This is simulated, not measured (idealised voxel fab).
process module | voxel plated lines
cross-section cut | 270 nm wide | cells 5 nm
A cross-section is a grid of square cells, given in bands from the top down. A band is one or more rows of cells.
Each band's line starts with the height of the band's top and of its bottom, in nm. Then come its materials from left to right, each with its width in nm. One material with "throughout" fills the band from edge to edge. "air" is empty space.
Height 0 is the level under which the wafer as received is all one material. The lowest band goes on downwards, as in "0 down".
A width such as "30 to 40" changes by the same amount from each row of cells to the next, from the band's top row to its bottom row.
"no change" after a step means that no cell of the cross-section changed.
closed voids: empty space of 8 cells or more with no open way to the top, each as width x height at its distance from the left edge, in nm
after a step's settings: what the simulator itself notes on the step
overlay nm, on a step with a mask: how far to the right of its planned place the mask lay; to the left if negative
plan
1 op RECEIVE | material Si
2 op CONFORMAL_DEP | material Al2O3 | thk nm 5
3 op DIRECTIONAL_DEP | material TiN | thk nm 5
4 op PATTERN | tone open | mask id LINES | material resist | width nm 15 | pitch nm 35 | thk nm 30 | overlay nm 0
5 op EPI | material Ru | thk nm 10
6 op EPI | material Ru | thk nm 5
7 op STRIP | etch materials resist
8 op DIRECTIONAL_ETCH | etch materials TiN | depth nm 5
9 op CONFORMAL_DEP | material SiO2 | thk nm 5
varied across the wafers: thk nm of step 2. The plan shows the first wafer's value. All wafers start alike
first wafer as received, after step 1
  0 down: Si throughout
  closed voids: none
each wafer at the end: cells of each material gained (+) or lost (-) since it was received, then its closed voids
thk nm 5 | +54 Al2O3 | +18 Ru | +70 SiO2 | +6 TiN | closed voids: none
thk nm 10 | +108 Al2O3 | +18 Ru | +70 SiO2 | +6 TiN | closed voids: none
thk nm 15 | +162 Al2O3 | +18 Ru | +70 SiO2 | +6 TiN | closed voids: none
thk nm 20 | +216 Al2O3 | +18 Ru | +70 SiO2 | +6 TiN | closed voids: none
thk nm 25 | +270 Al2O3 | +18 Ru | +70 SiO2 | +6 TiN | closed voids: none
thk nm 30 | +324 Al2O3 | +18 Ru | +70 SiO2 | +6 TiN | closed voids: none
